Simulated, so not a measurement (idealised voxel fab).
process module | voxel transistor to metal
cross-section cut | 170 nm wide | cells 5 nm
A cross-section is a grid of square cells, given in bands from the top down. A band is one or more rows of cells.
Each band's line starts with the height of the band's top and of its bottom, in nm. Then come its materials from left to right, each with its width in nm. One material with "throughout" fills the band from edge to edge. "air" is empty space.
Height 0 is the level under which the wafer as received is all one material. The lowest band goes on downwards, as in "0 down".
A width such as "30 to 40" changes by the same amount from each row of cells to the next, from the band's top row to its bottom row.
"no change" after a step means that no cell of the cross-section changed.
closed voids: empty space of 8 cells or more with no open way to the top, each as width x height at its distance from the left edge, in nm
after a step's settings: what the simulator itself notes on the step
overlay nm, on a step with a mask: how far to the right of its planned place the mask lay; to the left if negative
plan
1 op RECEIVE | material Si
2 op CONFORMAL_DEP | material SiO2 | thk nm 5
3 op CONFORMAL_DEP | material SiN | thk nm 10
4 op DIRECTIONAL_DEP | material aC | thk nm 10
5 op PATTERN | tone cover | mask id ACTIVE | material resist | width nm 110 | thk nm 25 | overlay nm 0
6 op DIRECTIONAL_ETCH | etch materials aC | depth nm 10
7 op STRIP | etch materials resist
8 op DIRECTIONAL_ETCH | etch materials SiN | depth nm 10
9 op DIRECTIONAL_ETCH | etch materials SiO2 | depth nm 5
10 op DIRECTIONAL_ETCH | etch materials Si | depth nm 20
11 op STRIP | etch materials aC
12 op FILL_DEP | material SiO2 | thk nm 15
13 op CMP | height nm 15
14 op SELECTIVE_ETCH | etch materials SiO2 | depth nm 5
15 op STRIP | etch materials SiN
16 op SELECTIVE_ETCH | etch materials SiO2 | depth nm 5
17 op OXIDIZE | depth nm 5
18 op DIRECTIONAL_DEP | material polySi | thk nm 30
19 op DIRECTIONAL_DEP | material SiCN | thk nm 15
20 op MASKED_ETCH | tone cover | mask id GATE | width nm 30 | etch materials SiCN | depth nm 25 | overlay nm 0
21 op MASKED_ETCH | tone cover | mask id GATE | width nm 30 | etch materials polySi | depth nm 40 | overlay nm 0
22 op CONFORMAL_DEP | material SiN | thk nm 5
23 op DIRECTIONAL_ETCH | etch materials SiN | depth nm 5
24 op DIRECTIONAL_ETCH | etch materials SiO2 | depth nm 5
25 op DIRECTIONAL_ETCH | etch materials Si | depth nm 15
26 op EPI | material pSi | thk nm 15
27 op FILL_DEP | material SiO2 | thk nm 10
28 op CMP | height nm 30
29 op STRIP | etch materials polySi
30 op SELECTIVE_ETCH | etch materials SiO2 | depth nm 5
31 op CONFORMAL_DEP | material HfO2 | thk nm 5
32 op CONFORMAL_DEP | material TiN | thk nm 5
33 op FILL_DEP | material W | thk nm 5
34 op CMP | height nm 25
35 op DIRECTIONAL_DEP | material SiO2 | thk nm 10
36 op PATTERN | tone open | mask id CONTACT | material resist | width nm 15 | pitch nm 75 | thk nm 20 | overlay nm 0
37 op DIRECTIONAL_ETCH | etch materials SiO2 | depth nm 40
38 op STRIP | etch materials resist
39 op CONFORMAL_DEP | material TiN | thk nm 5
40 op FILL_DEP | material Ru | thk nm 10
41 op CMP | height nm 35
42 op DIRECTIONAL_DEP | material TiN | thk nm 5
43 op DIRECTIONAL_DEP | material W | thk nm 25
44 op DIRECTIONAL_DEP | material aC | thk nm 15
45 op PATTERN | tone cover | mask id METAL_1 | material resist | width nm 15 | pitch nm 75 | thk nm 30 | overlay nm 0
46 op DIRECTIONAL_ETCH | etch materials aC | depth nm 15
47 op STRIP | etch materials resist
48 op DIRECTIONAL_ETCH | etch materials W | depth nm 25
49 op DIRECTIONAL_ETCH | etch materials TiN | depth nm 5
50 op STRIP | etch materials aC
51 op CONFORMAL_DEP | material SiCN | thk nm 5
52 op FILL_DEP | material lowk | thk nm 10
53 op CMP | height nm 65
54 op CONFORMAL_DEP | material SiCN | thk nm 5
first wafer, as planned
as received, after step 1
  0 down: Si throughout
  closed voids: none
after step 2
  5 to 0: SiO2 throughout
  below 0: unchanged
after step 3
  15 to 5: SiN throughout
  below 5: unchanged
after step 4
  25 to 15: aC throughout
  below 15: unchanged
after step 5
  50 to 25: air 30 | resist 110 | air 30
  below 25: unchanged
after step 6
  40 to 25: air 30 | resist 110 | air 30
  25 to 15: air 30 | aC 110 | air 30
  below 15: unchanged
after step 7
  25 to 15: air 30 | aC 110 | air 30
  below 15: unchanged
after step 8
  25 to 15: air 30 | aC 110 | air 30
  15 to 5: air 30 | SiN 110 | air 30
  below 5: unchanged
after step 9
  25 to 15: air 30 | aC 110 | air 30
  15 to 5: air 30 | SiN 110 | air 30
  5 to 0: air 30 | SiO2 110 | air 30
  below 0: unchanged
after step 10
  25 to 15: air 30 | aC 110 | air 30
  15 to 5: air 30 | SiN 110 | air 30
  5 to 0: air 30 | SiO2 110 | air 30
  0 to -20: air 30 | Si 110 | air 30
  below -20: unchanged
after step 11
  15 to 5: air 30 | SiN 110 | air 30
  below 5: unchanged
after step 12
  30 to 15: SiO2 throughout
  15 to 5: SiO2 30 | SiN 110 | SiO2 30
  5 to 0: SiO2 throughout
  0 to -20: SiO2 30 | Si 110 | SiO2 30
  below -20: unchanged
after step 13
  15 to 5: SiO2 30 | SiN 110 | SiO2 30
  below 5: unchanged
after step 14
  15 to 10: air 30 | SiN 110 | air 30
  below 10: unchanged
after step 15
  10 to 5: SiO2 30 | air 110 | SiO2 30
  below 5: unchanged
after step 16
  5 to 0: SiO2 25 | air 120 | SiO2 25
  below 0: unchanged
after step 17
  5 to 0: SiO2 25 | air 120 | SiO2 25
  0 to -5: SiO2 throughout
  below -5: unchanged
after step 18
  35 to 30: polySi 25 | air 120 | polySi 25
  30 to 5: polySi throughout
  5 to 0: SiO2 25 | polySi 120 | SiO2 25
  below 0: unchanged
after step 19
  50 to 45: SiCN 25 | air 120 | SiCN 25
  45 to 35: SiCN throughout
  35 to 30: polySi 25 | SiCN 120 | polySi 25
  below 30: unchanged
after step 20
  45 to 35: air 70 | SiCN 30 | air 70
  35 to 30: polySi 25 | air 45 | SiCN 30 | air 45 | polySi 25
  below 30: unchanged
after step 21
  45 to 30: air 70 | SiCN 30 | air 70
  30 to 5: air 70 | polySi 30 | air 70
  5 to 0: SiO2 25 | air 45 | polySi 30 | air 45 | SiO2 25
  below 0: unchanged
after step 22
  50 to 45: air 65 | SiN 40 | air 65
  45 to 30: air 65 | SiN 5 | SiCN 30 | SiN 5 | air 65
  30 to 10: air 65 | SiN 5 | polySi 30 | SiN 5 | air 65
  10 to 5: SiN 30 | air 35 | SiN 5 | polySi 30 | SiN 5 | air 35 | SiN 30
  5 to 0: SiO2 25 | SiN 45 | polySi 30 | SiN 45 | SiO2 25
  below 0: unchanged
after step 23
  45 to 30: air 65 | SiN 5 | SiCN 30 | SiN 5 | air 65
  30 to 5: air 65 | SiN 5 | polySi 30 | SiN 5 | air 65
  5 to 0: SiO2 25 | SiN 5 | air 35 | SiN 5 | polySi 30 | SiN 5 | air 35 | SiN 5 | SiO2 25
  below 0: unchanged
after step 24
  45 to 30: air 65 | SiN 5 | SiCN 30 | SiN 5 | air 65
  30 to 5: air 65 | SiN 5 | polySi 30 | SiN 5 | air 65
  5 to 0: air 25 | SiN 5 | air 35 | SiN 5 | polySi 30 | SiN 5 | air 35 | SiN 5 | air 25
  0 to -5: SiO2 30 | air 35 | SiO2 40 | air 35 | SiO2 30
  below -5: unchanged
after step 25
  45 to 30: air 65 | SiN 5 | SiCN 30 | SiN 5 | air 65
  30 to 5: air 65 | SiN 5 | polySi 30 | SiN 5 | air 65
  5 to 0: air 25 | SiN 5 | air 35 | SiN 5 | polySi 30 | SiN 5 | air 35 | SiN 5 | air 25
  0 to -5: SiO2 30 | air 35 | SiO2 40 | air 35 | SiO2 30
  -5 to -20: SiO2 30 | air 35 | Si 40 | air 35 | SiO2 30
  below -20: unchanged
after step 26
  45 to 30: air 65 | SiN 5 | SiCN 30 | SiN 5 | air 65
  30 to 10: air 65 | SiN 5 | polySi 30 | SiN 5 | air 65
  10 to 5: air 50 | pSi 15 | SiN 5 | polySi 30 | SiN 5 | pSi 15 | air 50
  5 to 0: air 25 | SiN 5 | air 20 | pSi 15 | SiN 5 | polySi 30 | SiN 5 | pSi 15 | air 20 | SiN 5 | air 25
  0 to -5: SiO2 30 | air 20 | pSi 15 | SiO2 40 | pSi 15 | air 20 | SiO2 30
  -5 to -20: SiO2 30 | pSi 35 | Si 40 | pSi 35 | SiO2 30
  below -20: unchanged
after step 27
  55 to 45: SiO2 throughout
  45 to 30: SiO2 65 | SiN 5 | SiCN 30 | SiN 5 | SiO2 65
  30 to 10: SiO2 65 | SiN 5 | polySi 30 | SiN 5 | SiO2 65
  10 to 5: SiO2 50 | pSi 15 | SiN 5 | polySi 30 | SiN 5 | pSi 15 | SiO2 50
  5 to 0: SiO2 25 | SiN 5 | SiO2 20 | pSi 15 | SiN 5 | polySi 30 | SiN 5 | pSi 15 | SiO2 20 | SiN 5 | SiO2 25
  0 to -5: SiO2 50 | pSi 15 | SiO2 40 | pSi 15 | SiO2 50
  below -5: unchanged
after step 28
  30 to 10: SiO2 65 | SiN 5 | polySi 30 | SiN 5 | SiO2 65
  below 10: unchanged
after step 29
  30 to 10: SiO2 65 | SiN 5 | air 30 | SiN 5 | SiO2 65
  10 to 5: SiO2 50 | pSi 15 | SiN 5 | air 30 | SiN 5 | pSi 15 | SiO2 50
  5 to 0: SiO2 25 | SiN 5 | SiO2 20 | pSi 15 | SiN 5 | air 30 | SiN 5 | pSi 15 | SiO2 20 | SiN 5 | SiO2 25
  below 0: unchanged
after step 30
  30 to 25: air 65 | SiN 5 | air 30 | SiN 5 | air 65
  25 to 10: SiO2 65 | SiN 5 | air 30 | SiN 5 | SiO2 65
  10 to 5: SiO2 50 | pSi 15 | SiN 5 | air 30 | SiN 5 | pSi 15 | SiO2 50
  5 to 0: SiO2 25 | SiN 5 | SiO2 20 | pSi 15 | SiN 5 | air 30 | SiN 5 | pSi 15 | SiO2 20 | SiN 5 | SiO2 25
  0 to -5: SiO2 50 | pSi 15 | air 40 | pSi 15 | SiO2 50
  below -5: unchanged
after step 31
  35 to 30: air 60 | HfO2 15 | air 20 | HfO2 15 | air 60
  30 to 25: HfO2 65 | SiN 5 | HfO2 5 | air 20 | HfO2 5 | SiN 5 | HfO2 65
  25 to 10: SiO2 65 | SiN 5 | HfO2 5 | air 20 | HfO2 5 | SiN 5 | SiO2 65
  10 to 5: SiO2 50 | pSi 15 | SiN 5 | HfO2 5 | air 20 | HfO2 5 | SiN 5 | pSi 15 | SiO2 50
  5 to 0: SiO2 25 | SiN 5 | SiO2 20 | pSi 15 | SiN 5 | HfO2 5 | air 20 | HfO2 5 | SiN 5 | pSi 15 | SiO2 20 | SiN 5 | SiO2 25
  0 to -5: SiO2 50 | pSi 15 | HfO2 40 | pSi 15 | SiO2 50
  below -5: unchanged
after step 32
  40 to 35: air 55 | TiN 25 | air 10 | TiN 25 | air 55
  35 to 30: TiN 60 | HfO2 15 | TiN 5 | air 10 | TiN 5 | HfO2 15 | TiN 60
  30 to 25: HfO2 65 | SiN 5 | HfO2 5 | TiN 5 | air 10 | TiN 5 | HfO2 5 | SiN 5 | HfO2 65
  25 to 10: SiO2 65 | SiN 5 | HfO2 5 | TiN 5 | air 10 | TiN 5 | HfO2 5 | SiN 5 | SiO2 65
  10 to 5: SiO2 50 | pSi 15 | SiN 5 | HfO2 5 | TiN 5 | air 10 | TiN 5 | HfO2 5 | SiN 5 | pSi 15 | SiO2 50
  5 to 0: SiO2 25 | SiN 5 | SiO2 20 | pSi 15 | SiN 5 | HfO2 5 | TiN 20 | HfO2 5 | SiN 5 | pSi 15 | SiO2 20 | SiN 5 | SiO2 25
  below 0: unchanged
after step 33
  45 to 40: W throughout
  40 to 35: W 55 | TiN 25 | W 10 | TiN 25 | W 55
  35 to 30: TiN 60 | HfO2 15 | TiN 5 | W 10 | TiN 5 | HfO2 15 | TiN 60
  30 to 25: HfO2 65 | SiN 5 | HfO2 5 | TiN 5 | W 10 | TiN 5 | HfO2 5 | SiN 5 | HfO2 65
  25 to 10: SiO2 65 | SiN 5 | HfO2 5 | TiN 5 | W 10 | TiN 5 | HfO2 5 | SiN 5 | SiO2 65
  10 to 5: SiO2 50 | pSi 15 | SiN 5 | HfO2 5 | TiN 5 | W 10 | TiN 5 | HfO2 5 | SiN 5 | pSi 15 | SiO2 50
  below 5: unchanged
after step 34
  25 to 10: SiO2 65 | SiN 5 | HfO2 5 | TiN 5 | W 10 | TiN 5 | HfO2 5 | SiN 5 | SiO2 65
  below 10: unchanged
after step 35
  35 to 25: SiO2 throughout
  below 25: unchanged
after step 36
  55 to 35: resist 40 | air 15 | resist 60 | air 15 | resist 40
  below 35: unchanged
after step 37
  55 to 35: resist 40 | air 15 | resist 60 | air 15 | resist 40
  35 to 25: SiO2 40 | air 15 | SiO2 60 | air 15 | SiO2 40
  25 to 10: SiO2 40 | air 15 | SiO2 10 | SiN 5 | HfO2 5 | TiN 5 | W 10 | TiN 5 | HfO2 5 | SiN 5 | SiO2 10 | air 15 | SiO2 40
  10 to 5: SiO2 40 | air 10 | pSi 15 | SiN 5 | HfO2 5 | TiN 5 | W 10 | TiN 5 | HfO2 5 | SiN 5 | pSi 15 | air 10 | SiO2 40
  5 to 0: SiO2 25 | SiN 5 | SiO2 10 | air 10 | pSi 15 | SiN 5 | HfO2 5 | TiN 20 | HfO2 5 | SiN 5 | pSi 15 | air 10 | SiO2 10 | SiN 5 | SiO2 25
  0 to -5: SiO2 40 | air 10 | pSi 15 | HfO2 40 | pSi 15 | air 10 | SiO2 40
  below -5: unchanged
after step 38
  35 to 25: SiO2 40 | air 15 | SiO2 60 | air 15 | SiO2 40
  below 25: unchanged
after step 39
  40 to 35: TiN 45 | air 5 | TiN 70 | air 5 | TiN 45
  35 to 25: SiO2 40 | TiN 5 | air 5 | TiN 5 | SiO2 60 | TiN 5 | air 5 | TiN 5 | SiO2 40
  25 to 15: SiO2 40 | TiN 5 | air 5 | TiN 5 | SiO2 10 | SiN 5 | HfO2 5 | TiN 5 | W 10 | TiN 5 | HfO2 5 | SiN 5 | SiO2 10 | TiN 5 | air 5 | TiN 5 | SiO2 40
  15 to 10: SiO2 40 | TiN 15 | SiO2 10 | SiN 5 | HfO2 5 | TiN 5 | W 10 | TiN 5 | HfO2 5 | SiN 5 | SiO2 10 | TiN 15 | SiO2 40
  10 to 5: SiO2 40 | TiN 10 | pSi 15 | SiN 5 | HfO2 5 | TiN 5 | W 10 | TiN 5 | HfO2 5 | SiN 5 | pSi 15 | TiN 10 | SiO2 40
  5 to 0: SiO2 25 | SiN 5 | SiO2 10 | TiN 10 | pSi 15 | SiN 5 | HfO2 5 | TiN 20 | HfO2 5 | SiN 5 | pSi 15 | TiN 10 | SiO2 10 | SiN 5 | SiO2 25
  0 to -5: SiO2 40 | TiN 10 | pSi 15 | HfO2 40 | pSi 15 | TiN 10 | SiO2 40
  below -5: unchanged
after step 40
  50 to 40: Ru throughout
  40 to 35: TiN 45 | Ru 5 | TiN 70 | Ru 5 | TiN 45
  35 to 25: SiO2 40 | TiN 5 | Ru 5 | TiN 5 | SiO2 60 | TiN 5 | Ru 5 | TiN 5 | SiO2 40
  25 to 15: SiO2 40 | TiN 5 | Ru 5 | TiN 5 | SiO2 10 | SiN 5 | HfO2 5 | TiN 5 | W 10 | TiN 5 | HfO2 5 | SiN 5 | SiO2 10 | TiN 5 | Ru 5 | TiN 5 | SiO2 40
  below 15: unchanged
after step 41
  35 to 25: SiO2 40 | TiN 5 | Ru 5 | TiN 5 | SiO2 60 | TiN 5 | Ru 5 | TiN 5 | SiO2 40
  below 25: unchanged
after step 42
  40 to 35: TiN throughout
  below 35: unchanged
after step 43
  65 to 40: W throughout
  below 40: unchanged
after step 44
  80 to 65: aC throughout
  below 65: unchanged
after step 45
  110 to 80: air 40 | resist 15 | air 60 | resist 15 | air 40
  below 80: unchanged
after step 46
  95 to 80: air 40 | resist 15 | air 60 | resist 15 | air 40
  80 to 65: air 40 | aC 15 | air 60 | aC 15 | air 40
  below 65: unchanged
after step 47
  80 to 65: air 40 | aC 15 | air 60 | aC 15 | air 40
  below 65: unchanged
after step 48
  80 to 65: air 40 | aC 15 | air 60 | aC 15 | air 40
  65 to 40: air 40 | W 15 | air 60 | W 15 | air 40
  below 40: unchanged
after step 49
  80 to 65: air 40 | aC 15 | air 60 | aC 15 | air 40
  65 to 40: air 40 | W 15 | air 60 | W 15 | air 40
  40 to 35: air 40 | TiN 15 | air 60 | TiN 15 | air 40
  below 35: unchanged
after step 50
  65 to 40: air 40 | W 15 | air 60 | W 15 | air 40
  below 40: unchanged
after step 51
  70 to 65: air 35 | SiCN 25 | air 50 | SiCN 25 | air 35
  65 to 40: air 35 | SiCN 5 | W 15 | SiCN 5 | air 50 | SiCN 5 | W 15 | SiCN 5 | air 35
  40 to 35: SiCN 40 | TiN 15 | SiCN 60 | TiN 15 | SiCN 40
  below 35: unchanged
after step 52
  80 to 70: lowk throughout
  70 to 65: lowk 35 | SiCN 25 | lowk 50 | SiCN 25 | lowk 35
  65 to 40: lowk 35 | SiCN 5 | W 15 | SiCN 5 | lowk 50 | SiCN 5 | W 15 | SiCN 5 | lowk 35
  below 40: unchanged
after step 53
  65 to 40: lowk 35 | SiCN 5 | W 15 | SiCN 5 | lowk 50 | SiCN 5 | W 15 | SiCN 5 | lowk 35
  below 40: unchanged
after step 54
  70 to 65: SiCN throughout
  below 65: unchanged
second wafer: like start, like plan, one mistake. Through step 24 it matches the first wafer
when step 25 should have ended
  45 to 30: air 65 | SiN 5 | SiCN 30 | SiN 5 | air 65
  30 to 5: air 65 | SiN 5 | polySi 30 | SiN 5 | air 65
  5 to 0: air 25 | SiN 5 | air 35 | SiN 5 | polySi 30 | SiN 5 | air 35 | SiN 5 | air 25
  0 to -5: SiO2 30 | air 35 | SiO2 40 | air 35 | SiO2 30
  -5 to -20: SiO2 30 | air 35 | Si 40 | air 35 | SiO2 30
  -20 to -35: Si 30 | air 35 | Si 40 | air 35 | Si 30
  below -35: unchanged
when step 26 should have ended
  45 to 30: air 65 | SiN 5 | SiCN 30 | SiN 5 | air 65
  30 to 10: air 65 | SiN 5 | polySi 30 | SiN 5 | air 65
  10 to 5: air 50 | pSi 15 | SiN 5 | polySi 30 | SiN 5 | pSi 15 | air 50
  5 to 0: air 25 | SiN 5 | air 20 | pSi 15 | SiN 5 | polySi 30 | SiN 5 | pSi 15 | air 20 | SiN 5 | air 25
  0 to -5: SiO2 30 | air 20 | pSi 15 | SiO2 40 | pSi 15 | air 20 | SiO2 30
  -5 to -20: SiO2 30 | pSi 15 | air 5 | pSi 15 | Si 40 | pSi 15 | air 5 | pSi 15 | SiO2 30
  -20 to -35: Si 30 | pSi 35 | Si 40 | pSi 35 | Si 30
  below -35: unchanged
when step 27 should have ended
  55 to 45: SiO2 throughout
  45 to 30: SiO2 65 | SiN 5 | SiCN 30 | SiN 5 | SiO2 65
  30 to 10: SiO2 65 | SiN 5 | polySi 30 | SiN 5 | SiO2 65
  10 to 5: SiO2 50 | pSi 15 | SiN 5 | polySi 30 | SiN 5 | pSi 15 | SiO2 50
  5 to 0: SiO2 25 | SiN 5 | SiO2 20 | pSi 15 | SiN 5 | polySi 30 | SiN 5 | pSi 15 | SiO2 20 | SiN 5 | SiO2 25
  0 to -5: SiO2 50 | pSi 15 | SiO2 40 | pSi 15 | SiO2 50
  -5 to -20: SiO2 30 | pSi 15 | SiO2 5 | pSi 15 | Si 40 | pSi 15 | SiO2 5 | pSi 15 | SiO2 30
  below -20: unchanged
when step 28 should have ended
  30 to 10: SiO2 65 | SiN 5 | polySi 30 | SiN 5 | SiO2 65
  below 10: unchanged
when step 29 should have ended
  30 to 10: SiO2 65 | SiN 5 | air 30 | SiN 5 | SiO2 65
  10 to 5: SiO2 50 | pSi 15 | SiN 5 | air 30 | SiN 5 | pSi 15 | SiO2 50
  5 to 0: SiO2 25 | SiN 5 | SiO2 20 | pSi 15 | SiN 5 | air 30 | SiN 5 | pSi 15 | SiO2 20 | SiN 5 | SiO2 25
  below 0: unchanged
when step 30 should have ended
  30 to 25: air 65 | SiN 5 | air 30 | SiN 5 | air 65
  25 to 10: SiO2 65 | SiN 5 | air 30 | SiN 5 | SiO2 65
  10 to 5: SiO2 50 | pSi 15 | SiN 5 | air 30 | SiN 5 | pSi 15 | SiO2 50
  5 to 0: SiO2 25 | SiN 5 | SiO2 20 | pSi 15 | SiN 5 | air 30 | SiN 5 | pSi 15 | SiO2 20 | SiN 5 | SiO2 25
  0 to -5: SiO2 50 | pSi 15 | air 40 | pSi 15 | SiO2 50
  below -5: unchanged
when step 31 should have ended
  35 to 30: air 60 | HfO2 15 | air 20 | HfO2 15 | air 60
  30 to 25: HfO2 65 | SiN 5 | HfO2 5 | air 20 | HfO2 5 | SiN 5 | HfO2 65
  25 to 10: SiO2 65 | SiN 5 | HfO2 5 | air 20 | HfO2 5 | SiN 5 | SiO2 65
  10 to 5: SiO2 50 | pSi 15 | SiN 5 | HfO2 5 | air 20 | HfO2 5 | SiN 5 | pSi 15 | SiO2 50
  5 to 0: SiO2 25 | SiN 5 | SiO2 20 | pSi 15 | SiN 5 | HfO2 5 | air 20 | HfO2 5 | SiN 5 | pSi 15 | SiO2 20 | SiN 5 | SiO2 25
  0 to -5: SiO2 50 | pSi 15 | HfO2 40 | pSi 15 | SiO2 50
  below -5: unchanged
when step 32 should have ended
  40 to 35: air 55 | TiN 25 | air 10 | TiN 25 | air 55
  35 to 30: TiN 60 | HfO2 15 | TiN 5 | air 10 | TiN 5 | HfO2 15 | TiN 60
  30 to 25: HfO2 65 | SiN 5 | HfO2 5 | TiN 5 | air 10 | TiN 5 | HfO2 5 | SiN 5 | HfO2 65
  25 to 10: SiO2 65 | SiN 5 | HfO2 5 | TiN 5 | air 10 | TiN 5 | HfO2 5 | SiN 5 | SiO2 65
  10 to 5: SiO2 50 | pSi 15 | SiN 5 | HfO2 5 | TiN 5 | air 10 | TiN 5 | HfO2 5 | SiN 5 | pSi 15 | SiO2 50
  5 to 0: SiO2 25 | SiN 5 | SiO2 20 | pSi 15 | SiN 5 | HfO2 5 | TiN 20 | HfO2 5 | SiN 5 | pSi 15 | SiO2 20 | SiN 5 | SiO2 25
  below 0: unchanged
when step 33 should have ended
  45 to 40: W throughout
  40 to 35: W 55 | TiN 25 | W 10 | TiN 25 | W 55
  35 to 30: TiN 60 | HfO2 15 | TiN 5 | W 10 | TiN 5 | HfO2 15 | TiN 60
  30 to 25: HfO2 65 | SiN 5 | HfO2 5 | TiN 5 | W 10 | TiN 5 | HfO2 5 | SiN 5 | HfO2 65
  25 to 10: SiO2 65 | SiN 5 | HfO2 5 | TiN 5 | W 10 | TiN 5 | HfO2 5 | SiN 5 | SiO2 65
  10 to 5: SiO2 50 | pSi 15 | SiN 5 | HfO2 5 | TiN 5 | W 10 | TiN 5 | HfO2 5 | SiN 5 | pSi 15 | SiO2 50
  below 5: unchanged
when step 34 should have ended
  25 to 10: SiO2 65 | SiN 5 | HfO2 5 | TiN 5 | W 10 | TiN 5 | HfO2 5 | SiN 5 | SiO2 65
  below 10: unchanged
when step 35 should have ended
  35 to 25: SiO2 throughout
  below 25: unchanged
when step 36 should have ended
  55 to 35: resist 40 | air 15 | resist 60 | air 15 | resist 40
  below 35: unchanged
when step 37 should have ended
  55 to 35: resist 40 | air 15 | resist 60 | air 15 | resist 40
  35 to 25: SiO2 40 | air 15 | SiO2 60 | air 15 | SiO2 40
  25 to 10: SiO2 40 | air 15 | SiO2 10 | SiN 5 | HfO2 5 | TiN 5 | W 10 | TiN 5 | HfO2 5 | SiN 5 | SiO2 10 | air 15 | SiO2 40
  10 to 5: SiO2 40 | air 10 | pSi 15 | SiN 5 | HfO2 5 | TiN 5 | W 10 | TiN 5 | HfO2 5 | SiN 5 | pSi 15 | air 10 | SiO2 40
  5 to 0: SiO2 25 | SiN 5 | SiO2 10 | air 10 | pSi 15 | SiN 5 | HfO2 5 | TiN 20 | HfO2 5 | SiN 5 | pSi 15 | air 10 | SiO2 10 | SiN 5 | SiO2 25
  0 to -5: SiO2 40 | air 10 | pSi 15 | HfO2 40 | pSi 15 | air 10 | SiO2 40
  below -5: unchanged
when step 38 should have ended
  35 to 25: SiO2 40 | air 15 | SiO2 60 | air 15 | SiO2 40
  below 25: unchanged
when step 39 should have ended
  40 to 35: TiN 45 | air 5 | TiN 70 | air 5 | TiN 45
  35 to 25: SiO2 40 | TiN 5 | air 5 | TiN 5 | SiO2 60 | TiN 5 | air 5 | TiN 5 | SiO2 40
  25 to 15: SiO2 40 | TiN 5 | air 5 | TiN 5 | SiO2 10 | SiN 5 | HfO2 5 | TiN 5 | W 10 | TiN 5 | HfO2 5 | SiN 5 | SiO2 10 | TiN 5 | air 5 | TiN 5 | SiO2 40
  15 to 10: SiO2 40 | TiN 15 | SiO2 10 | SiN 5 | HfO2 5 | TiN 5 | W 10 | TiN 5 | HfO2 5 | SiN 5 | SiO2 10 | TiN 15 | SiO2 40
  10 to 5: SiO2 40 | TiN 10 | pSi 15 | SiN 5 | HfO2 5 | TiN 5 | W 10 | TiN 5 | HfO2 5 | SiN 5 | pSi 15 | TiN 10 | SiO2 40
  5 to 0: SiO2 25 | SiN 5 | SiO2 10 | TiN 10 | pSi 15 | SiN 5 | HfO2 5 | TiN 20 | HfO2 5 | SiN 5 | pSi 15 | TiN 10 | SiO2 10 | SiN 5 | SiO2 25
  0 to -5: SiO2 40 | TiN 10 | pSi 15 | HfO2 40 | pSi 15 | TiN 10 | SiO2 40
  below -5: unchanged
when step 40 should have ended
  50 to 40: Ru throughout
  40 to 35: TiN 45 | Ru 5 | TiN 70 | Ru 5 | TiN 45
  35 to 25: SiO2 40 | TiN 5 | Ru 5 | TiN 5 | SiO2 60 | TiN 5 | Ru 5 | TiN 5 | SiO2 40
  25 to 15: SiO2 40 | TiN 5 | Ru 5 | TiN 5 | SiO2 10 | SiN 5 | HfO2 5 | TiN 5 | W 10 | TiN 5 | HfO2 5 | SiN 5 | SiO2 10 | TiN 5 | Ru 5 | TiN 5 | SiO2 40
  below 15: unchanged
when step 41 should have ended
  35 to 25: SiO2 40 | TiN 5 | Ru 5 | TiN 5 | SiO2 60 | TiN 5 | Ru 5 | TiN 5 | SiO2 40
  below 25: unchanged
when step 42 should have ended
  40 to 35: TiN throughout
  below 35: unchanged
when step 43 should have ended
  65 to 40: W throughout
  below 40: unchanged
when step 44 should have ended
  80 to 65: aC throughout
  below 65: unchanged
when step 45 should have ended
  110 to 80: air 40 | resist 15 | air 60 | resist 15 | air 40
  below 80: unchanged
when step 46 should have ended
  95 to 80: air 40 | resist 15 | air 60 | resist 15 | air 40
  80 to 65: air 40 | aC 15 | air 60 | aC 15 | air 40
  below 65: unchanged
when step 47 should have ended
  80 to 65: air 40 | aC 15 | air 60 | aC 15 | air 40
  below 65: unchanged
when step 48 should have ended
  80 to 65: air 40 | aC 15 | air 60 | aC 15 | air 40
  65 to 40: air 40 | W 15 | air 60 | W 15 | air 40
  below 40: unchanged
when step 49 should have ended
  80 to 65: air 40 | aC 15 | air 60 | aC 15 | air 40
  65 to 40: air 40 | W 15 | air 60 | W 15 | air 40
  40 to 35: air 40 | TiN 15 | air 60 | TiN 15 | air 40
  below 35: unchanged
when step 50 should have ended
  65 to 40: air 40 | W 15 | air 60 | W 15 | air 40
  below 40: unchanged
when step 51 should have ended
  70 to 65: air 35 | SiCN 25 | air 50 | SiCN 25 | air 35
  65 to 40: air 35 | SiCN 5 | W 15 | SiCN 5 | air 50 | SiCN 5 | W 15 | SiCN 5 | air 35
  40 to 35: SiCN 40 | TiN 15 | SiCN 60 | TiN 15 | SiCN 40
  below 35: unchanged
when step 52 should have ended
  80 to 70: lowk throughout
  70 to 65: lowk 35 | SiCN 25 | lowk 50 | SiCN 25 | lowk 35
  65 to 40: lowk 35 | SiCN 5 | W 15 | SiCN 5 | lowk 50 | SiCN 5 | W 15 | SiCN 5 | lowk 35
  below 40: unchanged
when step 53 should have ended
  65 to 40: lowk 35 | SiCN 5 | W 15 | SiCN 5 | lowk 50 | SiCN 5 | W 15 | SiCN 5 | lowk 35
  below 40: unchanged
when step 54 should have ended
  70 to 65: SiCN throughout
  below 65: unchanged
what went wrong: step 25 was run twice
at the end the second wafer has, in cells: 42 fewer of Si | 6 more of SiO2 | 36 more of pSi
